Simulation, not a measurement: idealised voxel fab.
process module | voxel ribs on slabs
cross-section cut | 200 nm wide | cells 5 nm
A cross-section is a grid of square cells, given in bands from the top down. A band is one or more rows of cells.
Each band's line starts with the height of the band's top and of its bottom, in nm. Then come its materials from left to right, each with its width in nm. One material with "throughout" fills the band from edge to edge. "air" is empty space.
Height 0 is the level under which the wafer as received is all one material. The lowest band goes on downwards, as in "0 down".
A width such as "30 to 40" changes by the same amount from each row of cells to the next, from the band's top row to its bottom row.
"no change" after a step means that no cell of the cross-section changed.
closed voids: empty space of 8 cells or more with no open way to the top, each as width x height at its distance from the left edge, in nm
after a step's settings: what the simulator itself notes on the step
overlay nm, on a step with a mask: how far to the right of its planned place the mask lay; to the left if negative
plan
1 op RECEIVE | material Si
2 op DIRECTIONAL_DEP | material SiO2 | thk nm 20
3 op DIRECTIONAL_DEP | material SiN | thk nm 25
4 op PATTERN | tone cover | mask id RIB | material resist | width nm 20 | thk nm 20 | overlay nm 0
5 op DIRECTIONAL_ETCH | etch materials SiN | depth nm 5
6 op STRIP | etch materials resist
7 op PATTERN | tone cover | mask id SLAB | material resist | width nm 80 | thk nm 15 | overlay nm 0
8 op DIRECTIONAL_ETCH | etch materials SiN | depth nm 20
9 op STRIP | etch materials resist
10 op FILL_DEP | material SiO2 | thk nm 30
11 op CMP | height nm 65
12 op DIRECTIONAL_DEP | material W | thk nm 10
13 op MASKED_ETCH | tone cover | mask id HEATER | width nm 30 | etch materials W | depth nm 10 | overlay nm 0
14 op CONFORMAL_DEP | material SiO2 | thk nm 10
first wafer, as planned
as received, after step 1
  0 down: Si throughout
  closed voids: none
after step 2
  20 to 0: SiO2 throughout
  below 0: unchanged
after step 3
  45 to 20: SiN throughout
  below 20: unchanged
after step 4
  65 to 45: air 90 | resist 20 | air 90
  below 45: unchanged
after step 5
  65 to 45: air 90 | resist 20 | air 90
  45 to 40: air 90 | SiN 20 | air 90
  below 40: unchanged
after step 6
  45 to 40: air 90 | SiN 20 | air 90
  below 40: unchanged
after step 7
  60 to 45: air 60 | resist 80 | air 60
  45 to 40: air 60 | resist 30 | SiN 20 | resist 30 | air 60
  below 40: unchanged
after step 8
  60 to 45: air 60 | resist 80 | air 60
  45 to 40: air 60 | resist 30 | SiN 20 | resist 30 | air 60
  40 to 20: air 60 | SiN 80 | air 60
  below 20: unchanged
after step 9
  45 to 40: air 90 | SiN 20 | air 90
  below 40: unchanged
after step 10
  75 to 45: SiO2 throughout
  45 to 40: SiO2 90 | SiN 20 | SiO2 90
  40 to 20: SiO2 60 | SiN 80 | SiO2 60
  below 20: unchanged
after step 11
  65 to 45: SiO2 throughout
  below 45: unchanged
after step 12
  75 to 65: W throughout
  below 65: unchanged
after step 13
  75 to 65: air 85 | W 30 | air 85
  below 65: unchanged
after step 14
  85 to 75: air 75 | SiO2 50 | air 75
  75 to 65: SiO2 85 | W 30 | SiO2 85
  below 65: unchanged
second wafer: like start, like plan, one mistake. Through step 12 it matches the first wafer
when step 13 should have ended
  75 to 65: W 85 | air 30 | W 85
  below 65: unchanged
when step 14 should have ended
  85 to 75: SiO2 95 | air 10 | SiO2 95
  75 to 65: W 85 | SiO2 30 | W 85
  below 65: unchanged
what went wrong: step 13 ran as: op MASKED_ETCH | tone open | mask id HEATER | width nm 30 | etch materials W | depth nm 10 | overlay nm 0
at the end the second wafer has, in cells: 56 more of W
